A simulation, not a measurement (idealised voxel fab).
process module | voxel air gaps
cross-section cut | 210 nm wide | cells 5 nm
A cross-section is a grid of square cells, given in bands from the top down. A band is one or more rows of cells.
Each band's line starts with the height of the band's top and of its bottom, in nm. Then come its materials from left to right, each with its width in nm. One material with "throughout" fills the band from edge to edge. "air" is empty space.
Height 0 is the level under which the wafer as received is all one material. The lowest band goes on downwards, as in "0 down".
A width such as "30 to 40" changes by the same amount from each row of cells to the next, from the band's top row to its bottom row.
"no change" after a step means that no cell of the cross-section changed.
closed voids: empty space of 8 cells or more with no open way to the top, each as width x height at its distance from the left edge, in nm
after a step's settings: what the simulator itself notes on the step
overlay nm, on a step with a mask: how far to the right of its planned place the mask lay; to the left if negative
plan
1 op RECEIVE | material Si
2 op CONFORMAL_DEP | material SiO2 | thk nm 10
3 op CONFORMAL_DEP | material SiCN | thk nm 5
4 op DIRECTIONAL_DEP | material SiO2 | thk nm 35
5 op PATTERN | tone open | mask id LINES | material resist | width nm 15 | pitch nm 40 | thk nm 15 | overlay nm 0
6 op DIRECTIONAL_ETCH | etch materials SiO2 | depth nm 35
7 op STRIP | etch materials resist
8 op CONFORMAL_DEP | material TiN | thk nm 5
9 op FILL_DEP | material Cu | thk nm 10
10 op CMP | height nm 50
11 op EPI | material Ru | thk nm 10
12 op SELECTIVE_ETCH | etch materials SiO2 | depth nm 45
13 op CONFORMAL_DEP | material SiCN | thk nm 5
as received, after step 1
  0 down: Si throughout
  closed voids: none
first wafer at the end, as planned
  65 to 60: air 40 | SiCN 125 | air 45
  60 to 50: air 40 | SiCN 5 | Ru 35 | SiCN 5 | Ru 35 | SiCN 5 | Ru 35 | SiCN 5 | air 45
  50 to 45: air 40 | SiCN 15 | TiN 5 | Cu 5 | TiN 5 | SiCN 25 | TiN 5 | Cu 5 | TiN 5 | SiCN 25 | TiN 5 | Cu 5 | TiN 5 | SiCN 15 | air 45
  45 to 20: air 50 | SiCN 5 | TiN 5 | Cu 5 | TiN 5 | SiCN 5 | air 15 | SiCN 5 | TiN 5 | Cu 5 | TiN 5 | SiCN 5 | air 15 | SiCN 5 | TiN 5 | Cu 5 | TiN 5 | SiCN 5 | air 55
  20 to 15: SiCN 55 | TiN 15 | SiCN 25 | TiN 15 | SiCN 25 | TiN 15 | SiCN 60
  15 to 10: SiCN throughout
  10 to 0: SiO2 throughout
  0 down: Si throughout
  closed voids: 15 x 25 at 75; 15 x 25 at 115
second wafer at the end: like start, like plan, one mistake
  65 to 60: air 30 | SiCN 125 | air 55
  60 to 50: air 30 | SiCN 5 | Ru 35 | SiCN 5 | Ru 35 | SiCN 5 | Ru 35 | SiCN 5 | air 55
  50 to 45: air 30 | SiCN 15 | TiN 5 | Cu 5 | TiN 5 | SiCN 25 | TiN 5 | Cu 5 | TiN 5 | SiCN 25 | TiN 5 | Cu 5 | TiN 5 | SiCN 15 | air 55
  45 to 20: air 40 | SiCN 5 | TiN 5 | Cu 5 | TiN 5 | SiCN 5 | air 15 | SiCN 5 | TiN 5 | Cu 5 | TiN 5 | SiCN 5 | air 15 | SiCN 5 | TiN 5 | Cu 5 | TiN 5 | SiCN 5 | air 65
  20 to 15: SiCN 45 | TiN 15 | SiCN 25 | TiN 15 | SiCN 25 | TiN 15 | SiCN 70
  15 to 10: SiCN throughout
  10 to 0: SiO2 throughout
  0 down: Si throughout
  closed voids: 15 x 25 at 65; 15 x 25 at 105
what went wrong: step 5 ran as: op PATTERN | tone open | mask id LINES | material resist | width nm 15 | pitch nm 40 | thk nm 15 | overlay nm -10
at the end the second wafer has, in cells: as many of each material as the first, in other places
